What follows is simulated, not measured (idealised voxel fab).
The following is a process module called voxel wiring stack.
FYI the section here is cut, 295 nm wide, cells are 5 nm squares.
Reading order for cross-sections: top band down to bottom band. Underlying form: a grid of square cells. Band size: one or more rows of cells.
Within each band entry, the heights of the top and of the bottom of the band appear first, in that order and in nm; the materials of the band then follow from left to right, each with its corresponding width in nm. The designation "all across" on a single material indicates that it fills the band from edge to edge; the designation "air" indicates empty space.
Where do heights start? At 0: under that level the wafer as delivered is made of one material only. And the lowest band has no floor; it just carries on downward, as in "0 -> down".
The notation "30 to 40" denotes a width that varies across the rows of cells in the band, beginning at the first number in the top row, finishing at the second number in the bottom row, and changing by an identical amount from each row to the next.
The designation "nothing altered", where it is given for a processing step, indicates that no cell of the cross-section was altered in the course of that step.
Closed-off voids of 8+ cells (no open route to the top) go in "Sealed void inventory", written width x height at distance from the left edge, in nm.
It should be noted that, on the line of a given step, the content following the step's settings is a remark produced by the simulator itself with respect to that step.
The setting "overlay nm" may be written on the line of a step. When the step uses a mask, the value reports how far to the right of the planned place the mask lay, and a negative value reports that it lay to the left.
The steps planned for the process are as follows
1. RECEIVE: material Si
2. CONFORMAL_DEP: material SiO2, thk nm 10
3. DIRECTIONAL_DEP: material TiN, thk nm 5
4. DIRECTIONAL_DEP: material Ru, thk nm 15
5. PATTERN: tone cover, mask id METAL_1, material resist, width nm 30, pitch nm 60, thk nm 20, overlay nm 0
6. DIRECTIONAL_ETCH: etch materials Ru, depth nm 15
7. DIRECTIONAL_ETCH: etch materials TiN, depth nm 5
8. STRIP: etch materials resist
9. FILL_DEP: material SiO2, thk nm 5
10. CMP: height nm 30
11. CONFORMAL_DEP: material SiCN, thk nm 5
12. DIRECTIONAL_DEP: material SiO2, thk nm 20
13. MASKED_ETCH: tone open, mask id PLUG_1, width nm 15, pitch nm 120, etch materials SiO2, depth nm 20, overlay nm 0
14. MASKED_ETCH: tone open, mask id PLUG_1, width nm 15, pitch nm 120, etch materials SiCN, depth nm 5, overlay nm 0
15. EPI: material Ru, thk nm 10
16. EPI: material Ru, thk nm 10
17. EPI: material Ru, thk nm 5
18. DIRECTIONAL_DEP: material TiN, thk nm 5
19. DIRECTIONAL_DEP: material Ru, thk nm 25
20. MASKED_ETCH: tone cover, mask id METAL_2, width nm 30, pitch nm 60, etch materials Ru, depth nm 25, overlay nm 0
21. MASKED_ETCH: tone cover, mask id METAL_2, width nm 30, pitch nm 60, etch materials TiN, depth nm 5, overlay nm 0
22. CONFORMAL_DEP: material SiCN, thk nm 5
23. FILL_DEP: material SiO2, thk nm 5
24. CMP: height nm 85
25. CONFORMAL_DEP: material SiCN, thk nm 5
As-received wafer cross-section (after step 1)
0 -> down  Si all across
Sealed void inventory: none
This is how the wafer looks in cross-section once the module is done, given the starting state and plan above and one mistake in carrying the plan out
100 -> 85  SiCN all across
85 -> 60  35 nm SiO2; 5 nm SiCN; 30 nm Ru; 5 nm SiCN; 20 nm SiO2; 5 nm SiCN; 30 nm Ru; 5 nm SiCN; 20 nm SiO2; 5 nm SiCN; 30 nm Ru; 5 nm SiCN; 20 nm SiO2; 5 nm SiCN; 30 nm Ru; 5 nm SiCN; 40 nm SiO2
60 -> 55  40 nm SiCN; 30 nm TiN; 30 nm SiCN; 30 nm TiN; 30 nm SiCN; 30 nm TiN; 30 nm SiCN; 30 nm TiN; 45 nm SiCN
55 -> 35  40 nm SiO2; 15 nm Ru; 105 nm SiO2; 15 nm Ru; 120 nm SiO2
35 -> 30  40 nm SiCN; 15 nm Ru; 105 nm SiCN; 15 nm Ru; 120 nm SiCN
30 -> 15  40 nm SiO2; 30 nm Ru; 30 nm SiO2; 30 nm Ru; 30 nm SiO2; 30 nm Ru; 30 nm SiO2; 30 nm Ru; 45 nm SiO2
15 -> 10  40 nm SiO2; 30 nm TiN; 30 nm SiO2; 30 nm TiN; 30 nm SiO2; 30 nm TiN; 30 nm SiO2; 30 nm TiN; 45 nm SiO2
10 -> 0  SiO2 all across
0 -> down  Si all across
Sealed void inventory: none
Where did the run depart from the plan? planned and actual differ for step 25; actual: CONFORMAL_DEP: material SiCN, thk nm 15
